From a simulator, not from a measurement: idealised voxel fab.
A process module follows: voxel spacer lines.
The cross-section on display is named cut; it measures 295 nm wide, and its cells are 5 nm squares.
Notation: cross-section as square-cell grid; stated in bands, top first, going down; one or more cell rows per band. Quick guide to a band line: top height, bottom height (nm) up front; then every material left to right with its width in nm. Only one material and it's marked "full width"? Then it fills the band edge to edge. And "empty" just means empty space. The level at which height equals 0 is the one under which the wafer, as it arrives, is entirely one material. No lower edge exists for the bottom band, which continues downward and is notated as in "0 down". Top row gets the first number, bottom row gets the second, and each row in between changes by the same step: that is how a band width like "30 to 40" works. Any step labelled "no alterations made" changed none of the cells in the cross-section. "Unvented internal voids" enumerates empty spaces isolated from the top, with no open way to it, that contain at least 8 cells, giving each as width x height at distance from the left edge, all three in nm. That trailing text on a step's line, after the settings, is the simulator's own remark on the step. The line of a step may include "overlay nm". On a step with a mask, this value is how far to the right of its planned place the mask lay. A negative value means the mask lay to the left.
**Planned process steps**
step 1: RECEIVE,material Si
step 2: CONFORMAL_DEP,material Al2O3,thk nm 10
step 3: DIRECTIONAL_DEP,material TiN,thk nm 10
step 4: DIRECTIONAL_DEP,material aC,thk nm 20
step 5: PATTERN,tone cover,mask id MANDREL,material resist,width nm 25,pitch nm 70,thk nm 25,overlay nm 0
step 6: DIRECTIONAL_ETCH,etch materials aC,depth nm 20
step 7: STRIP,etch materials resist
step 8: CONFORMAL_DEP,material SiO2,thk nm 10
step 9: DIRECTIONAL_ETCH,etch materials SiO2,depth nm 10
step 10: STRIP,etch materials aC
step 11: DIRECTIONAL_ETCH,etch materials TiN,depth nm 10
step 12: STRIP,etch materials SiO2
step 13: FILL_DEP,material SiO2,thk nm 5
step 14: CMP,height nm 20
**Here's what the wafer looked like in cross-section when it arrived - that's after step 1**
* 0 down = Si full width
* Unvented internal voids: none
**Look at the cross-section after the module: the wafer started out the way shown above and the plan was the one shown above, yet one mistake was made along the way**
* 20 to 10 = SiO2=50, then TiN=10, then SiO2=35, then TiN=10, then SiO2=15, then TiN=10, then SiO2=35, then TiN=10, then SiO2=15, then TiN=10, then SiO2=35, then TiN=10, then SiO2=50
* 10 to 0 = Al2O3 full width
* 0 down = Si full width
* Unvented internal voids: none
Where did the run depart from the plan? step 5 did not happen as planned, as run it was PATTERN,tone cover,mask id MANDREL,material resist,width nm 35,pitch nm 70,thk nm 25,overlay nm 0
